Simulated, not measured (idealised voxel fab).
Module name: voxel transistor to metal (process module)
FYI the section here is cut, 200 nm wide, cells are 5 nm squares.
Just so we're on the same page, the cross-sections are grids of square cells, and they're listed out in bands top to bottom, each band one or more rows deep.
Heights first: top, then bottom, in nm. Then materials, left to right, each with a width in nm. "all across" on a single material: fills the band edge to edge. "air": empty space.
We count height from 0. Below that, the starting wafer is all one material. The lowest band never ends at the bottom but goes on down; see "0..down" for how that is written.
Read "30..40" as a graded width: first number on top, second number at the bottom, same change between each pair of neighbouring rows.
No cell of the cross-section changed in a step that is given as "nothing changed".
Empty spaces without an open route to the top, at least 8 cells in extent, make up the entry "Closed void inventory"; each is given as width x height at distance, where the distance is measured from the left edge, and all are in nm.
Step line, after settings: the simulator's comment on this step.
The optional step-line setting "overlay nm" applies to steps with a mask and quantifies how far to the right of its planned location the mask lay, a negative value indicating leftward placement.

Process steps foreseen in the plan
1 RECEIVE [material Si]
2 OXIDIZE [depth nm 5]
3 CONFORMAL_DEP [material SiN] [thk nm 15]
4 MASKED_ETCH [tone cover] [mask id ACTIVE] [width nm 110] [etch materials SiN] [depth nm 15] [overlay nm 0]
5 MASKED_ETCH [tone cover] [mask id ACTIVE] [width nm 110] [etch materials SiO2] [depth nm 5] [overlay nm 0]
6 MASKED_ETCH [tone cover] [mask id ACTIVE] [width nm 110] [etch materials Si] [depth nm 25] [overlay nm 0]
7 FILL_DEP [material SiO2] [thk nm 5]
8 CMP [height nm 15]
9 SELECTIVE_ETCH [etch materials SiO2] [depth nm 10]
10 STRIP [etch materials SiN]
11 SELECTIVE_ETCH [etch materials SiO2] [depth nm 5]
12 OXIDIZE [depth nm 5]
13 DIRECTIONAL_DEP [material polySi] [thk nm 20]
14 DIRECTIONAL_DEP [material SiCN] [thk nm 15]
15 MASKED_ETCH [tone cover] [mask id GATE] [width nm 30] [etch materials SiCN] [depth nm 25] [overlay nm 0]
16 MASKED_ETCH [tone cover] [mask id GATE] [width nm 30] [etch materials polySi] [depth nm 30] [overlay nm 0]
17 CONFORMAL_DEP [material SiN] [thk nm 10]
18 DIRECTIONAL_ETCH [etch materials SiN] [depth nm 10]
19 DIRECTIONAL_ETCH [etch materials SiO2] [depth nm 5]
20 DIRECTIONAL_ETCH [etch materials Si] [depth nm 10]
21 EPI [material SiGe] [thk nm 10]
22 FILL_DEP [material SiO2] [thk nm 10]
23 CMP [height nm 15]
24 STRIP [etch materials polySi]
25 SELECTIVE_ETCH [etch materials SiO2] [depth nm 5]
26 CONFORMAL_DEP [material HfO2] [thk nm 5]
27 CONFORMAL_DEP [material TiN] [thk nm 5]
28 FILL_DEP [material W] [thk nm 10]
29 CMP [height nm 10]
30 DIRECTIONAL_DEP [material SiO2] [thk nm 15]
31 MASKED_ETCH [tone open] [mask id CONTACT] [width nm 20] [pitch nm 80] [etch materials SiO2] [depth nm 35] [overlay nm 0]
32 CONFORMAL_DEP [material TiN] [thk nm 5]
33 FILL_DEP [material W] [thk nm 5]
34 CMP [height nm 25]
35 DIRECTIONAL_DEP [material TiN] [thk nm 5]
36 DIRECTIONAL_DEP [material W] [thk nm 20]
37 DIRECTIONAL_DEP [material aC] [thk nm 10]
38 PATTERN [tone cover] [mask id METAL_1] [material resist] [width nm 20] [pitch nm 80] [thk nm 25] [overlay nm 0]
39 DIRECTIONAL_ETCH [etch materials aC] [depth nm 10]
40 STRIP [etch materials resist]
41 DIRECTIONAL_ETCH [etch materials W] [depth nm 20]
42 DIRECTIONAL_ETCH [etch materials TiN] [depth nm 5]
43 STRIP [etch materials aC]
44 CONFORMAL_DEP [material SiN] [thk nm 5]
45 FILL_DEP [material SiO2] [thk nm 10]
46 CMP [height nm 50]
47 CONFORMAL_DEP [material SiN] [thk nm 5]

Received-state cross-section, reflecting completion of step 1
- 0..down  Si all across
- Closed void inventory: none

First wafer of two, sectioned at end of module; run went per plan
- 55..50  SiN all across
- 50..30  SiO2=45, then SiN=5, then W=20, then SiN=5, then SiO2=50, then SiN=5, then W=20, then SiN=5, then SiO2=45
- 30..25  SiN=50, then TiN=20, then SiN=60, then TiN=20, then SiN=50
- 25..10  SiO2=50, then TiN=5, then W=10, then TiN=5, then SiO2=60, then TiN=5, then W=10, then TiN=5, then SiO2=50
- 10..5  SiO2=50, then TiN=5, then W=10, then TiN=5, then SiO2=5, then SiN=10, then HfO2=5, then TiN=5, then W=10, then TiN=5, then HfO2=5, then SiN=10, then SiO2=5, then TiN=5, then W=10, then TiN=5, then SiO2=50
- 5..0  SiO2=50, then TiN=20, then SiO2=5, then SiN=10, then HfO2=5, then TiN=5, then W=10, then TiN=5, then HfO2=5, then SiN=10, then SiO2=5, then TiN=20, then SiO2=50
- 0..-5  SiO2=40, then SiN=10, then SiGe=10, then TiN=5, then SiGe=10, then SiN=10, then HfO2=5, then TiN=20, then HfO2=5, then SiN=10, then SiGe=10, then TiN=5, then SiGe=10, then SiN=10, then SiO2=40
- -5..-10  SiO2=50, then SiGe=10, then TiN=5, then SiGe=10, then SiO2=5, then HfO2=40, then SiO2=5, then SiGe=10, then TiN=5, then SiGe=10, then SiO2=50
- -10..-20  SiO2=45, then Si=5, then SiGe=25, then Si=50, then SiGe=25, then Si=5, then SiO2=45
- -20..-30  SiO2=45, then Si=110, then SiO2=45
- -30..down  Si all across
- Closed void inventory: none

Wafer two, end of module, cross-section. Same start, same plan as wafer one. One mistake in the run
- 55..50  SiN all across
- 50..30  SiO2=45, then SiN=5, then W=20, then SiN=5, then SiO2=50, then SiN=5, then W=20, then SiN=5, then SiO2=45
- 30..25  SiN=50, then TiN=20, then SiN=60, then TiN=20, then SiN=50
- 25..10  SiO2=50, then TiN=5, then W=10, then TiN=5, then SiO2=60, then TiN=5, then W=10, then TiN=5, then SiO2=50
- 10..5  SiO2=50, then TiN=5, then W=5, then TiN=10, then SiO2=5, then SiN=10, then HfO2=5, then TiN=5, then W=10, then TiN=5, then HfO2=5, then SiN=10, then SiO2=5, then TiN=10, then W=5, then TiN=5, then SiO2=50
- 5..0  SiO2=50, then TiN=5, then W=5, then TiN=5, then SiGe=10, then SiN=10, then HfO2=5, then TiN=20, then HfO2=5, then SiN=10, then SiGe=10, then TiN=5, then W=5, then TiN=5, then SiO2=50
- 0..-5  SiO2=50, then TiN=15, then SiGe=10, then SiO2=5, then HfO2=40, then SiO2=5, then SiGe=10, then TiN=15, then SiO2=50
- -5..-15  SiO2=45, then SiGe=30, then Si=50, then SiGe=30, then SiO2=45
- -15..-30  SiO2=45, then Si=110, then SiO2=45
- -30..down  Si all across
- Closed void inventory: none
Which mistake was made when the wafer was run? step 10 ran in the slot meant for step 11, and vice versa
Wrapping up, a cell-based count of both wafers puts the second over or under the first for these materials: 2 fewer of HfO2 | 18 more of Si | 4 fewer of SiGe | 8 fewer of SiN | 2 fewer of TiN | 2 fewer of W
